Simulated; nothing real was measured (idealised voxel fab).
process module | voxel trench capacitor
cross-section cut | 185 nm wide | cells 5 nm
A cross-section is a grid of square cells, given in bands from the top down. A band is one or more rows of cells.
Each band's line starts with the height of the band's top and of its bottom, in nm. Then come its materials from left to right, each with its width in nm. One material with "throughout" fills the band from edge to edge. "air" is empty space.
Height 0 is the level under which the wafer as received is all one material. The lowest band goes on downwards, as in "0 down".
A width such as "30 to 40" changes by the same amount from each row of cells to the next, from the band's top row to its bottom row.
"no change" after a step means that no cell of the cross-section changed.
closed voids: empty space of 8 cells or more with no open way to the top, each as width x height at its distance from the left edge, in nm
after a step's settings: what the simulator itself notes on the step
overlay nm, on a step with a mask: how far to the right of its planned place the mask lay; to the left if negative
plan
1 op RECEIVE | material Si
2 op CONFORMAL_DEP | material SiN | thk nm 5
3 op DIRECTIONAL_DEP | material aC | thk nm 15
4 op PATTERN | tone open | mask id TRENCH | material resist | width nm 25 | pitch nm 40 | thk nm 35 | overlay nm 0
5 op DIRECTIONAL_ETCH | etch materials aC | depth nm 15
6 op STRIP | etch materials resist
7 op DIRECTIONAL_ETCH | etch materials SiN | depth nm 5
8 op DIRECTIONAL_ETCH | etch materials Si | depth nm 30
9 op STRIP | etch materials aC
10 op CONFORMAL_DEP | material HfO2 | thk nm 5
11 op CONFORMAL_DEP | material TiN | thk nm 5
12 op FILL_DEP | material W | thk nm 10
13 op CMP | height nm 5
as received, after step 1
  0 down: Si throughout
  closed voids: none
first wafer at the end, as planned
  5 to 0: SiN 40 | HfO2 5 | TiN 5 | W 5 | TiN 5 | HfO2 5 | SiN 15 | HfO2 5 | TiN 5 | W 5 | TiN 5 | HfO2 5 | SiN 15 | HfO2 5 | TiN 5 | W 5 | TiN 5 | HfO2 5 | SiN 40
  0 to -20: Si 40 | HfO2 5 | TiN 5 | W 5 | TiN 5 | HfO2 5 | Si 15 | HfO2 5 | TiN 5 | W 5 | TiN 5 | HfO2 5 | Si 15 | HfO2 5 | TiN 5 | W 5 | TiN 5 | HfO2 5 | Si 40
  -20 to -25: Si 40 | HfO2 5 | TiN 15 | HfO2 5 | Si 15 | HfO2 5 | TiN 15 | HfO2 5 | Si 15 | HfO2 5 | TiN 15 | HfO2 5 | Si 40
  -25 to -30: Si 40 | HfO2 25 | Si 15 | HfO2 25 | Si 15 | HfO2 25 | Si 40
  -30 down: Si throughout
  closed voids: none
second wafer at the end: like start, like plan, one mistake
  5 to 0: SiN 40 | TiN 5 | W 15 | TiN 5 | SiN 15 | TiN 5 | W 15 | TiN 5 | SiN 15 | TiN 5 | W 15 | TiN 5 | SiN 40
  0 to -25: Si 40 | TiN 5 | W 15 | TiN 5 | Si 15 | TiN 5 | W 15 | TiN 5 | Si 15 | TiN 5 | W 15 | TiN 5 | Si 40
  -25 to -30: Si 40 | TiN 25 | Si 15 | TiN 25 | Si 15 | TiN 25 | Si 40
  -30 down: Si throughout
  closed voids: none
what went wrong: step 10 was left out
at the end the second wafer has, in cells: 51 fewer of HfO2 | 12 more of TiN | 39 more of W
